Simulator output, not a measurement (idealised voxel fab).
The process module presented herein is designated voxel fin reveal.
This is section cut - it's 215 nm across, gridded in 5 nm square cells.
Reading order for cross-sections: top band down to bottom band. Underlying form: a grid of square cells. Band size: one or more rows of cells. Heights first: top, then bottom, in nm. Then materials, left to right, each with a width in nm. "everywhere" on a single material: fills the band edge to edge. "blank": empty space. Basically, 0 is our baseline, since under it the wafer straight out of the box is all one material. The bottom band has no lower end and keeps on going down, so it looks like "0..down". It should be noted that a width expressed as "30->40" varies in equal increments from row to row of cells within the band, taking the value of the first number at the top row and that of the second number at the bottom row. The cross-section has no changed cell in any step marked "remains unaltered". Look at "Closed void roster" for the closed voids: empty spaces with no open path to the top, sized 8 cells or up. Each is width x height at distance, distance from the left edge, all nm. Note: text after step settings on the step line = simulator remark on that step. overlay nm: mask offset rightward from planned place, masked step; negative means leftward offset.

HERE'S WHAT THE PLANNED PROCESS STEPS LOOK LIKE
1) RECEIVE,material Si
2) CONFORMAL_DEP,material SiN,thk nm 10
3) DIRECTIONAL_DEP,material aC,thk nm 10
4) PATTERN,tone cover,mask id FINS,material resist,width nm 15,pitch nm 40,thk nm 25,overlay nm 0
5) DIRECTIONAL_ETCH,etch materials aC,depth nm 10
6) STRIP,etch materials resist
7) DIRECTIONAL_ETCH,etch materials SiN,depth nm 10
8) DIRECTIONAL_ETCH,etch materials Si,depth nm 30
9) STRIP,etch materials aC
10) OXIDIZE,depth nm 5
11) FILL_DEP,material SiO2,thk nm 10
12) CMP,height nm 10
13) SELECTIVE_ETCH,etch materials SiO2,depth nm 25
14) STRIP,etch materials SiN

WAFER CROSS-SECTION ON RECEIPT, I.E. AFTER STEP 1
    0..down = Si everywhere
    Closed void roster: none

CROSS-SECTION, END OF MODULE. START: AS ABOVE. PLAN: AS ABOVE. EXECUTION: ONE MISTAKE
    0..-15 = 65 of blank; 5 of Si; 35 of blank; 5 of Si; 35 of blank; 5 of Si; 65 of blank
    -15..-45 = 65 of SiO2; 5 of Si; 35 of SiO2; 5 of Si; 35 of SiO2; 5 of Si; 65 of SiO2
    -45..down = Si everywhere
    Closed void roster: none
Here's what went sideways: step 8 changed vs plan, executed as DIRECTIONAL_ETCH,etch materials Si,depth nm 40
